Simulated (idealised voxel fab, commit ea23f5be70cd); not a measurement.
The process module that follows is named voxel self aligned contacts.
It is cross-section cut that appears here, measuring 245 nm in width, its square cells being 5 nm in size.
Think of the cross-section as a grid of square cells. We describe it in bands, top to bottom, and each band covers one or more rows of those cells.
Look at the band entry: it leads with the top's height and the bottom's height in nm. Then it lists the materials left to right, with a width in nm for each. The word "throughout" on a single material says that material fills the band edge to edge. The word "empty" is empty space.
Height datum 0, below which the as-received substrate wafer is one material. Lowest band open at the bottom, running downward: "top 0, no bottom".
The width entry "30..40" should be interpreted row by row: the top row of cells in the band takes the first number, the bottom row takes the second number, and the change between adjacent rows is uniform throughout.
Step note "no change occurred" = no cross-section cell changed.
Closed-off voids of 8+ cells (no open route to the top) go in "Enclosed voids", written width x height at distance from the left edge, in nm.
Heads up: the bit after the settings on a step's line is the simulator's remark on that step.
overlay nm: right-of-plan distance of the mask on a masked step; negative values mean left-of-plan.
### plan
1: RECEIVE | material Si
2: CONFORMAL_DEP | material SiO2 | thk nm 5
3: DIRECTIONAL_DEP | material polySi | thk nm 20
4: DIRECTIONAL_DEP | material SiN | thk nm 25
5: DIRECTIONAL_DEP | material aC | thk nm 10
6: PATTERN | tone cover | mask id GATE | material resist | width nm 25 | pitch nm 70 | thk nm 30 | overlay nm 0
7: DIRECTIONAL_ETCH | etch materials aC | depth nm 10
8: STRIP | etch materials resist
9: DIRECTIONAL_ETCH | etch materials SiN | depth nm 25
10: DIRECTIONAL_ETCH | etch materials polySi | depth nm 20
11: STRIP | etch materials aC
12: CONFORMAL_DEP | material SiN | thk nm 10
13: DIRECTIONAL_ETCH | etch materials SiN | depth nm 10
14: FILL_DEP | material SiO2 | thk nm 10
15: CMP | height nm 55
16: MASKED_ETCH | tone open | mask id CONTACT | width nm 55 | pitch nm 70 | etch materials SiO2 | depth nm 55 | overlay nm -15
17: CONFORMAL_DEP | material TiN | thk nm 5
18: FILL_DEP | material W | thk nm 5
19: CMP | height nm 55
20: CONFORMAL_DEP | material SiCN | thk nm 5
Same starting wafers, different overlay nm at step 16. Plan value belongs to the first wafer.
### Received wafers, first of several: cross-section after step 1
  top 0, no bottom | Si throughout
  Enclosed voids: none
### End of module, by wafer: material-by-material cell gain (+) or loss (-) since receipt, then closed voids
overlay nm -15; +49 SiCN; +183 SiN; +174 SiO2; +62 TiN; +60 W; +60 polySi; Enclosed voids: none
overlay nm -10; +49 SiCN; +183 SiN; +174 SiO2; +62 TiN; +60 W; +60 polySi; Enclosed voids: none
overlay nm -5; +49 SiCN; +183 SiN; +174 SiO2; +62 TiN; +60 W; +60 polySi; Enclosed voids: none
overlay nm 0; +49 SiCN; +183 SiN; +174 SiO2; +62 TiN; +60 W; +60 polySi; Enclosed voids: none
overlay nm 5; +49 SiCN; +183 SiN; +174 SiO2; +62 TiN; +60 W; +60 polySi; Enclosed voids: none
overlay nm 10; +49 SiCN; +183 SiN; +174 SiO2; +62 TiN; +60 W; +60 polySi; Enclosed voids: none
overlay nm 15; +49 SiCN; +183 SiN; +174 SiO2; +62 TiN; +60 W; +60 polySi; Enclosed voids: none
